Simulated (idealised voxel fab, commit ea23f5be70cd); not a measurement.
This is a process module. Its name is voxel self aligned contacts.
Each square cell in cross-section cut measures 5 nm, and the section as a whole is 195 nm wide.
A cross-section in this document is a grid of square cells, and it is written down as bands, the top band listed before the ones below it; a band is made up of one or more rows of cells.
The band entry comprises the height of the band's top followed by the height of its bottom, expressed in nm, and subsequently the band's materials from left to right, each stated together with its width in nm. Where a single material is marked with the word "full width", that material fills the band from edge to edge. The word "blank" represents empty space.
Height reference: 0 = level under which incoming wafer is all one material. Lowest band: no bottom, runs on downward, e.g. "0..down".
Top row gets the first number, bottom row gets the second, and each row in between changes by the same step: that is how a band width like "30..40" works.
Step note "nothing altered" = no cross-section cell changed.
Closed empty spaces (no open way to the top) of 8 cells or more are what "Enclosed void listing" lists, each as width x height at distance from the left edge, nm for all three.
It should be noted that, on the line of a given step, the content following the step's settings is a remark produced by the simulator itself with respect to that step.
"overlay nm" answers the question of how far to the right of plan the mask lay on a step that has a mask, and when it is negative the answer is to the left.
### Process steps - plan
| 1 | op RECEIVE | material Si |
| 2 | op OXIDIZE | depth nm 5 |
| 3 | op DIRECTIONAL_DEP | material polySi | thk nm 20 |
| 4 | op DIRECTIONAL_DEP | material SiN | thk nm 20 |
| 5 | op MASKED_ETCH | tone cover | mask id GATE | width nm 25 | pitch nm 65 | etch materials SiN | depth nm 20 | overlay nm 0 |
| 6 | op MASKED_ETCH | tone cover | mask id GATE | width nm 35 | pitch nm 65 | etch materials polySi | depth nm 20 | overlay nm 0 |
| 7 | op CONFORMAL_DEP | material SiN | thk nm 5 |
| 8 | op DIRECTIONAL_ETCH | etch materials SiN | depth nm 5 |
| 9 | op FILL_DEP | material SiO2 | thk nm 20 |
| 10 | op CMP | height nm 50 |
| 11 | op MASKED_ETCH | tone open | mask id CONTACT | width nm 50 | etch materials SiO2 | depth nm 55 | overlay nm 0 |
| 12 | op CONFORMAL_DEP | material TiN | thk nm 5 |
| 13 | op FILL_DEP | material W | thk nm 10 |
| 14 | op CMP | height nm 50 |
| 15 | op CONFORMAL_DEP | material SiCN | thk nm 5 |
Keep in mind the plan's value for the width nm of step 5 comes from the first wafer; the wafers don't share that setting, but they do share the same starting point.
### Cross-section: the first of several wafers in its as-received state, i.e. following step 1
    0..down = Si full width
    Enclosed void listing: none
### What follows is a table in which each wafer occupies a row; for the wafer as it stands at the close of the module, the row states, material by material, how many cells have been gained (+) or lost (-) since receipt, and then gives its closed voids
width nm 25; -39 Si; +39 SiCN; +72 SiN; +237 SiO2; +30 TiN; +34 W; +56 polySi; Enclosed void listing: none
width nm 30; -39 Si; +39 SiCN; +80 SiN; +233 SiO2; +30 TiN; +30 W; +56 polySi; Enclosed void listing: none
width nm 35; -39 Si; +39 SiCN; +88 SiN; +229 SiO2; +30 TiN; +26 W; +56 polySi; Enclosed void listing: none
width nm 40; -39 Si; +39 SiCN; +96 SiN; +222 SiO2; +30 TiN; +17 W; +64 polySi; Enclosed void listing: none
width nm 45; -39 Si; +39 SiCN; +104 SiN; +215 SiO2; +30 TiN; +8 W; +72 polySi; Enclosed void listing: none
width nm 50; -39 Si; +39 SiCN; +112 SiN; +208 SiO2; +21 TiN; +8 W; +80 polySi; Enclosed void listing: none
